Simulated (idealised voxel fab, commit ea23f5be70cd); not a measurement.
process module | voxel gate over fins
cross-section cut | 220 nm wide | cells 5 nm
A cross-section is a grid of square cells, given in bands from the top down. A band is one or more rows of cells.
Each band's line starts with the height of the band's top and of its bottom, in nm. Then come its materials from left to right, each with its width in nm. One material with "throughout" fills the band from edge to edge. "air" is empty space.
Height 0 is the level under which the wafer as received is all one material. The lowest band goes on downwards, as in "0 down".
A width such as "30 to 40" changes by the same amount from each row of cells to the next, from the band's top row to its bottom row.
"no change" after a step means that no cell of the cross-section changed.
closed voids: empty space of 8 cells or more with no open way to the top, each as width x height at its distance from the left edge, in nm
after a step's settings: what the simulator itself notes on the step
overlay nm, on a step with a mask: how far to the right of its planned place the mask lay; to the left if negative
plan
1 op RECEIVE | material Si
2 op CONFORMAL_DEP | material SiN | thk nm 5
3 op MASKED_ETCH | tone cover | mask id FINS | width nm 15 | pitch nm 45 | etch materials SiN | depth nm 5 | overlay nm 0
4 op MASKED_ETCH | tone cover | mask id FINS | width nm 15 | pitch nm 45 | etch materials Si | depth nm 30 | overlay nm 0
5 op FILL_DEP | material SiO2 | thk nm 15
6 op CMP | height nm 5
7 op SELECTIVE_ETCH | etch materials SiO2 | depth nm 20
8 op STRIP | etch materials SiN
9 op CONFORMAL_DEP | material HfO2 | thk nm 5
10 op CONFORMAL_DEP | material TiN | thk nm 5
11 op FILL_DEP | material W | thk nm 15
12 op CMP | height nm 20
13 op CONFORMAL_DEP | material SiN | thk nm 5
first wafer, as planned
as received, after step 1
  0 down: Si throughout
  closed voids: none
after step 2
  5 to 0: SiN throughout
  below 0: unchanged
after step 3
  5 to 0: air 35 | SiN 15 | air 30 | SiN 15 | air 30 | SiN 15 | air 30 | SiN 15 | air 35
  below 0: unchanged
after step 4
  5 to 0: air 35 | SiN 15 | air 30 | SiN 15 | air 30 | SiN 15 | air 30 | SiN 15 | air 35
  0 to -30: air 35 | Si 15 | air 30 | Si 15 | air 30 | Si 15 | air 30 | Si 15 | air 35
  below -30: unchanged
after step 5
  20 to 5: SiO2 throughout
  5 to 0: SiO2 35 | SiN 15 | SiO2 30 | SiN 15 | SiO2 30 | SiN 15 | SiO2 30 | SiN 15 | SiO2 35
  0 to -30: SiO2 35 | Si 15 | SiO2 30 | Si 15 | SiO2 30 | Si 15 | SiO2 30 | Si 15 | SiO2 35
  below -30: unchanged
after step 6
  5 to 0: SiO2 35 | SiN 15 | SiO2 30 | SiN 15 | SiO2 30 | SiN 15 | SiO2 30 | SiN 15 | SiO2 35
  below 0: unchanged
after step 7
  5 to 0: air 35 | SiN 15 | air 30 | SiN 15 | air 30 | SiN 15 | air 30 | SiN 15 | air 35
  0 to -15: air 35 | Si 15 | air 30 | Si 15 | air 30 | Si 15 | air 30 | Si 15 | air 35
  below -15: unchanged
after step 8
  0 to -15: air 35 | Si 15 | air 30 | Si 15 | air 30 | Si 15 | air 30 | Si 15 | air 35
  below -15: unchanged
after step 9
  5 to 0: air 30 | HfO2 25 | air 20 | HfO2 25 | air 20 | HfO2 25 | air 20 | HfO2 25 | air 30
  0 to -10: air 30 | HfO2 5 | Si 15 | HfO2 5 | air 20 | HfO2 5 | Si 15 | HfO2 5 | air 20 | HfO2 5 | Si 15 | HfO2 5 | air 20 | HfO2 5 | Si 15 | HfO2 5 | air 30
  -10 to -15: HfO2 35 | Si 15 | HfO2 30 | Si 15 | HfO2 30 | Si 15 | HfO2 30 | Si 15 | HfO2 35
  below -15: unchanged
after step 10
  10 to 5: air 25 | TiN 35 | air 10 | TiN 35 | air 10 | TiN 35 | air 10 | TiN 35 | air 25
  5 to 0: air 25 | TiN 5 | HfO2 25 | TiN 5 | air 10 | TiN 5 | HfO2 25 | TiN 5 | air 10 | TiN 5 | HfO2 25 | TiN 5 | air 10 | TiN 5 | HfO2 25 | TiN 5 | air 25
  0 to -5: air 25 | TiN 5 | HfO2 5 | Si 15 | HfO2 5 | TiN 5 | air 10 | TiN 5 | HfO2 5 | Si 15 | HfO2 5 | TiN 5 | air 10 | TiN 5 | HfO2 5 | Si 15 | HfO2 5 | TiN 5 | air 10 | TiN 5 | HfO2 5 | Si 15 | HfO2 5 | TiN 5 | air 25
  -5 to -10: TiN 30 | HfO2 5 | Si 15 | HfO2 5 | TiN 20 | HfO2 5 | Si 15 | HfO2 5 | TiN 20 | HfO2 5 | Si 15 | HfO2 5 | TiN 20 | HfO2 5 | Si 15 | HfO2 5 | TiN 30
  below -10: unchanged
after step 11
  25 to 10: W throughout
  10 to 5: W 25 | TiN 35 | W 10 | TiN 35 | W 10 | TiN 35 | W 10 | TiN 35 | W 25
  5 to 0: W 25 | TiN 5 | HfO2 25 | TiN 5 | W 10 | TiN 5 | HfO2 25 | TiN 5 | W 10 | TiN 5 | HfO2 25 | TiN 5 | W 10 | TiN 5 | HfO2 25 | TiN 5 | W 25
  0 to -5: W 25 | TiN 5 | HfO2 5 | Si 15 | HfO2 5 | TiN 5 | W 10 | TiN 5 | HfO2 5 | Si 15 | HfO2 5 | TiN 5 | W 10 | TiN 5 | HfO2 5 | Si 15 | HfO2 5 | TiN 5 | W 10 | TiN 5 | HfO2 5 | Si 15 | HfO2 5 | TiN 5 | W 25
  below -5: unchanged
after step 12
  20 to 10: W throughout
  below 10: unchanged
after step 13
  25 to 20: SiN throughout
  below 20: unchanged
second wafer: like start, like plan, one mistake. Through step 8 it matches the first wafer
when step 9 should have ended: no change
when step 10 should have ended
  5 to 0: air 30 | TiN 25 | air 20 | TiN 25 | air 20 | TiN 25 | air 20 | TiN 25 | air 30
  0 to -10: air 30 | TiN 5 | Si 15 | TiN 5 | air 20 | TiN 5 | Si 15 | TiN 5 | air 20 | TiN 5 | Si 15 | TiN 5 | air 20 | TiN 5 | Si 15 | TiN 5 | air 30
  -10 to -15: TiN 35 | Si 15 | TiN 30 | Si 15 | TiN 30 | Si 15 | TiN 30 | Si 15 | TiN 35
  below -15: unchanged
when step 11 should have ended
  20 to 5: W throughout
  5 to 0: W 30 | TiN 25 | W 20 | TiN 25 | W 20 | TiN 25 | W 20 | TiN 25 | W 30
  0 to -10: W 30 | TiN 5 | Si 15 | TiN 5 | W 20 | TiN 5 | Si 15 | TiN 5 | W 20 | TiN 5 | Si 15 | TiN 5 | W 20 | TiN 5 | Si 15 | TiN 5 | W 30
  below -10: unchanged
when step 12 should have ended: no change
when step 13 should have ended
  25 to 20: SiN throughout
  below 20: unchanged
what went wrong: step 9 was left out
at the end the second wafer has, in cells: 68 fewer of HfO2 | 68 more of W
